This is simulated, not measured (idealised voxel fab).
process module | voxel spacer lines
cross-section cut | 260 nm wide | cells 5 nm
A cross-section is a grid of square cells, given in bands from the top down. A band is one or more rows of cells.
Each band's line starts with the height of the band's top and of its bottom, in nm. Then come its materials from left to right, each with its width in nm. One material with "throughout" fills the band from edge to edge. "air" is empty space.
Height 0 is the level under which the wafer as received is all one material. The lowest band goes on downwards, as in "0 down".
A width such as "30 to 40" changes by the same amount from each row of cells to the next, from the band's top row to its bottom row.
"no change" after a step means that no cell of the cross-section changed.
closed voids: empty space of 8 cells or more with no open way to the top, each as width x height at its distance from the left edge, in nm
after a step's settings: what the simulator itself notes on the step
overlay nm, on a step with a mask: how far to the right of its planned place the mask lay; to the left if negative
plan
1 op RECEIVE | material Si
2 op CONFORMAL_DEP | material Al2O3 | thk nm 10
3 op DIRECTIONAL_DEP | material W | thk nm 10
4 op DIRECTIONAL_DEP | material aC | thk nm 30
5 op PATTERN | tone cover | mask id MANDREL | material resist | width nm 15 | pitch nm 60 | thk nm 40 | overlay nm 0
6 op DIRECTIONAL_ETCH | etch materials aC | depth nm 30
7 op STRIP | etch materials resist
8 op CONFORMAL_DEP | material SiO2 | thk nm 10
9 op DIRECTIONAL_ETCH | etch materials SiO2 | depth nm 10
10 op STRIP | etch materials aC
11 op DIRECTIONAL_ETCH | etch materials W | depth nm 10
12 op STRIP | etch materials SiO2
13 op FILL_DEP | material lowk | thk nm 5
14 op CMP | height nm 20
varied across the wafers: width nm of step 5. The plan shows the first wafer's value. All wafers start alike
first wafer as received, after step 1
  0 down: Si throughout
  closed voids: none
each wafer at the end: cells of each material gained (+) or lost (-) since it was received, then its closed voids
width nm 15 | +104 Al2O3 | +24 W | +80 lowk | closed voids: none
width nm 20 | +104 Al2O3 | +24 W | +80 lowk | closed voids: none
width nm 25 | +104 Al2O3 | +24 W | +80 lowk | closed voids: none
width nm 30 | +104 Al2O3 | +24 W | +80 lowk | closed voids: none
width nm 35 | +104 Al2O3 | +24 W | +80 lowk | closed voids: none
